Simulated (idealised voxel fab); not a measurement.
Process module under the name voxel wiring stack
Cross-section cut: width 285 nm, square cells of 5 nm.
Cross-section, as written here: a square-cell grid given band by band from the top down, where a band holds one or more rows of cells. It is stipulated that each band's entry specify, in nanometres, the height of the top of the band and then that of its bottom, followed by the materials of the band in left-to-right sequence, each together with its width in nanometres. A single material marked by the word "full width" is understood to fill the band from edge to edge; the word "air" is understood to denote empty space. A quick word on heights: they are counted from 0, and under that level the wafer as it came to us is one material throughout. The lowest band is different from the rest in having no bottom; it simply continues downward, written as in "0 and below". Width "30->40": first value at the band's top row of cells, second value at its bottom row, equal change from row to row. For the purposes of this document, the phrase "nothing was modified" attached to a step denotes that no cell within the cross-section was modified by that step. Listed in "Unvented voids": every empty space of 8 or more cells without an open way to the top. Form: width x height at distance, the distance being from the left edge, all in nm. Formally, on a step line, whatever follows the settings is a remark that the simulator itself makes on the step. On any step carrying a mask, the "overlay nm" setting, if present on the step's line, tells how far right of its planned place the mask lay; negative values point to the left.
**Listed below are the process steps as planned**
1,op RECEIVE | material Si
2,op CONFORMAL_DEP | material SiO2 | thk nm 15
3,op CONFORMAL_DEP | material SiCN | thk nm 5
4,op DIRECTIONAL_DEP | material lowk | thk nm 25
5,op MASKED_ETCH | tone open | mask id METAL_1 | width nm 25 | pitch nm 50 | etch materials lowk | depth nm 25 | overlay nm 0
6,op MASKED_ETCH | tone open | mask id METAL_1 | width nm 25 | pitch nm 50 | etch materials SiCN | depth nm 5 | overlay nm 0
7,op CONFORMAL_DEP | material TiN | thk nm 5
8,op FILL_DEP | material Cu | thk nm 10
9,op CMP | height nm 45
10,op CONFORMAL_DEP | material SiCN | thk nm 5
11,op DIRECTIONAL_DEP | material lowk | thk nm 15
12,op DIRECTIONAL_DEP | material aC | thk nm 10
13,op PATTERN | tone open | mask id PLUG_1 | material resist | width nm 15 | pitch nm 50 | thk nm 25 | overlay nm 0
14,op DIRECTIONAL_ETCH | etch materials aC | depth nm 10
15,op STRIP | etch materials resist
16,op DIRECTIONAL_ETCH | etch materials lowk | depth nm 15
17,op DIRECTIONAL_ETCH | etch materials SiCN | depth nm 5
18,op STRIP | etch materials aC
19,op CONFORMAL_DEP | material TiN | thk nm 5
20,op FILL_DEP | material Cu | thk nm 5
21,op CMP | height nm 65
22,op CONFORMAL_DEP | material SiCN | thk nm 5
23,op DIRECTIONAL_DEP | material SiO2 | thk nm 25
24,op DIRECTIONAL_DEP | material aC | thk nm 15
25,op PATTERN | tone open | mask id METAL_2 | material resist | width nm 25 | pitch nm 50 | thk nm 30 | overlay nm 0
26,op DIRECTIONAL_ETCH | etch materials aC | depth nm 15
27,op STRIP | etch materials resist
28,op DIRECTIONAL_ETCH | etch materials SiO2 | depth nm 25
29,op DIRECTIONAL_ETCH | etch materials SiCN | depth nm 5
30,op STRIP | etch materials aC
31,op CONFORMAL_DEP | material TiN | thk nm 5
32,op FILL_DEP | material Cu | thk nm 10
33,op CMP | height nm 95
34,op EPI | material Ru | thk nm 5
35,op FILL_DEP | material SiCN | thk nm 5
36,op DIRECTIONAL_DEP | material SiO2 | thk nm 30
37,op MASKED_ETCH | tone open | mask id METAL_3_HOLES | width nm 15 | pitch nm 50 | etch materials SiO2 | depth nm 30 | overlay nm 0
38,op DIRECTIONAL_DEP | material aC | thk nm 15
39,op PATTERN | tone open | mask id METAL_3 | material resist | width nm 25 | pitch nm 50 | thk nm 30 | overlay nm 0
40,op DIRECTIONAL_ETCH | etch materials aC | depth nm 15
41,op STRIP | etch materials resist
42,op DIRECTIONAL_ETCH | etch materials SiO2 | depth nm 20
43,op DIRECTIONAL_ETCH | etch materials SiCN | depth nm 5
44,op STRIP | etch materials aC
45,op CONFORMAL_DEP | material TiN | thk nm 5
46,op FILL_DEP | material Cu | thk nm 10
47,op CMP | height nm 135
48,op CONFORMAL_DEP | material SiCN | thk nm 5
**as received, after step 1**
  0 and below  Si full width
  Unvented voids: none
**Looking at the first of two wafers in cross-section at end of module - ran to plan**
  140 down to 135  SiCN full width
  135 down to 120  SiO2 55 nm | TiN 5 nm | Cu 15 nm | TiN 5 nm | SiO2 25 nm | TiN 5 nm | Cu 15 nm | TiN 5 nm | SiO2 25 nm | TiN 5 nm | Cu 15 nm | TiN 5 nm | SiO2 25 nm | TiN 5 nm | Cu 15 nm | TiN 5 nm | SiO2 55 nm
  120 down to 115  SiO2 55 nm | TiN 5 nm | Cu 5 nm | TiN 15 nm | SiO2 25 nm | TiN 5 nm | Cu 5 nm | TiN 15 nm | SiO2 25 nm | TiN 5 nm | Cu 5 nm | TiN 15 nm | SiO2 25 nm | TiN 5 nm | Cu 5 nm | TiN 15 nm | SiO2 55 nm
  115 down to 105  SiO2 55 nm | TiN 5 nm | Cu 5 nm | TiN 5 nm | SiO2 35 nm | TiN 5 nm | Cu 5 nm | TiN 5 nm | SiO2 35 nm | TiN 5 nm | Cu 5 nm | TiN 5 nm | SiO2 35 nm | TiN 5 nm | Cu 5 nm | TiN 5 nm | SiO2 65 nm
  105 down to 100  SiCN 55 nm | TiN 15 nm | SiCN 35 nm | TiN 15 nm | SiCN 35 nm | TiN 15 nm | SiCN 35 nm | TiN 15 nm | SiCN 65 nm
  100 down to 95  SiCN 50 nm | Ru 35 nm | SiCN 15 nm | Ru 35 nm | SiCN 15 nm | Ru 35 nm | SiCN 15 nm | Ru 35 nm | SiCN 50 nm
  95 down to 70  SiO2 55 nm | TiN 5 nm | Cu 15 nm | TiN 5 nm | SiO2 25 nm | TiN 5 nm | Cu 15 nm | TiN 5 nm | SiO2 25 nm | TiN 5 nm | Cu 15 nm | TiN 5 nm | SiO2 25 nm | TiN 5 nm | Cu 15 nm | TiN 5 nm | SiO2 55 nm
  70 down to 65  SiCN 55 nm | TiN 25 nm | SiCN 25 nm | TiN 25 nm | SiCN 25 nm | TiN 25 nm | SiCN 25 nm | TiN 25 nm | SiCN 55 nm
  65 down to 50  lowk 55 nm | TiN 5 nm | Cu 5 nm | TiN 5 nm | lowk 35 nm | TiN 5 nm | Cu 5 nm | TiN 5 nm | lowk 35 nm | TiN 5 nm | Cu 5 nm | TiN 5 nm | lowk 35 nm | TiN 5 nm | Cu 5 nm | TiN 5 nm | lowk 65 nm
  50 down to 45  SiCN 55 nm | TiN 15 nm | SiCN 35 nm | TiN 15 nm | SiCN 35 nm | TiN 15 nm | SiCN 35 nm | TiN 15 nm | SiCN 65 nm
  45 down to 20  lowk 55 nm | TiN 5 nm | Cu 15 nm | TiN 5 nm | lowk 25 nm | TiN 5 nm | Cu 15 nm | TiN 5 nm | lowk 25 nm | TiN 5 nm | Cu 15 nm | TiN 5 nm | lowk 25 nm | TiN 5 nm | Cu 15 nm | TiN 5 nm | lowk 55 nm
  20 down to 15  SiCN 55 nm | TiN 25 nm | SiCN 25 nm | TiN 25 nm | SiCN 25 nm | TiN 25 nm | SiCN 25 nm | TiN 25 nm | SiCN 55 nm
  15 down to 0  SiO2 full width
  0 and below  Si full width
  Unvented voids: none
**Second of two wafers, module complete, sectioned: it shares the first wafer's start and plan but was run with one mistake**
  140 down to 135  SiCN full width
  135 down to 120  SiO2 55 nm | TiN 5 nm | Cu 15 nm | TiN 5 nm | SiO2 25 nm | TiN 5 nm | Cu 15 nm | TiN 5 nm | SiO2 25 nm | TiN 5 nm | Cu 15 nm | TiN 5 nm | SiO2 25 nm | TiN 5 nm | Cu 15 nm | TiN 5 nm | SiO2 55 nm
  120 down to 115  SiO2 55 nm | TiN 5 nm | Cu 5 nm | TiN 15 nm | SiO2 25 nm | TiN 5 nm | Cu 5 nm | TiN 15 nm | SiO2 25 nm | TiN 5 nm | Cu 5 nm | TiN 15 nm | SiO2 25 nm | TiN 5 nm | Cu 5 nm | TiN 15 nm | SiO2 55 nm
  115 down to 105  SiO2 55 nm | TiN 5 nm | Cu 5 nm | TiN 5 nm | SiO2 35 nm | TiN 5 nm | Cu 5 nm | TiN 5 nm | SiO2 35 nm | TiN 5 nm | Cu 5 nm | TiN 5 nm | SiO2 35 nm | TiN 5 nm | Cu 5 nm | TiN 5 nm | SiO2 65 nm
  105 down to 100  SiCN 55 nm | TiN 15 nm | SiCN 35 nm | TiN 15 nm | SiCN 35 nm | TiN 15 nm | SiCN 35 nm | TiN 15 nm | SiCN 65 nm
  100 down to 95  SiCN 50 nm | Ru 35 nm | SiCN 15 nm | Ru 35 nm | SiCN 15 nm | Ru 35 nm | SiCN 15 nm | Ru 35 nm | SiCN 50 nm
  95 down to 70  SiO2 55 nm | TiN 5 nm | Cu 15 nm | TiN 5 nm | SiO2 25 nm | TiN 5 nm | Cu 15 nm | TiN 5 nm | SiO2 25 nm | TiN 5 nm | Cu 15 nm | TiN 5 nm | SiO2 25 nm | TiN 5 nm | Cu 15 nm | TiN 5 nm | SiO2 55 nm
  70 down to 65  SiCN 55 nm | TiN 25 nm | SiCN 25 nm | TiN 25 nm | SiCN 25 nm | TiN 25 nm | SiCN 25 nm | TiN 25 nm | SiCN 55 nm
  65 down to 50  lowk 60 nm | TiN 5 nm | Cu 5 nm | TiN 5 nm | lowk 35 nm | TiN 5 nm | Cu 5 nm | TiN 5 nm | lowk 35 nm | TiN 5 nm | Cu 5 nm | TiN 5 nm | lowk 35 nm | TiN 5 nm | Cu 5 nm | TiN 5 nm | lowk 60 nm
  50 down to 45  SiCN 60 nm | TiN 15 nm | SiCN 35 nm | TiN 15 nm | SiCN 35 nm | TiN 15 nm | SiCN 35 nm | TiN 15 nm | SiCN 60 nm
  45 down to 20  lowk 55 nm | TiN 5 nm | Cu 15 nm | TiN 5 nm | lowk 25 nm | TiN 5 nm | Cu 15 nm | TiN 5 nm | lowk 25 nm | TiN 5 nm | Cu 15 nm | TiN 5 nm | lowk 25 nm | TiN 5 nm | Cu 15 nm | TiN 5 nm | lowk 55 nm
  20 down to 15  SiCN 55 nm | TiN 25 nm | SiCN 25 nm | TiN 25 nm | SiCN 25 nm | TiN 25 nm | SiCN 25 nm | TiN 25 nm | SiCN 55 nm
  15 down to 0  SiO2 full width
  0 and below  Si full width
  Unvented voids: none
Error vs. plan: rather than as planned, step 13 actually ran as op PATTERN | tone open | mask id PLUG_1 | material resist | width nm 15 | pitch nm 50 | thk nm 25 | overlay nm 5
Final wafers compared: equal cell tally per material, rearranged layout.
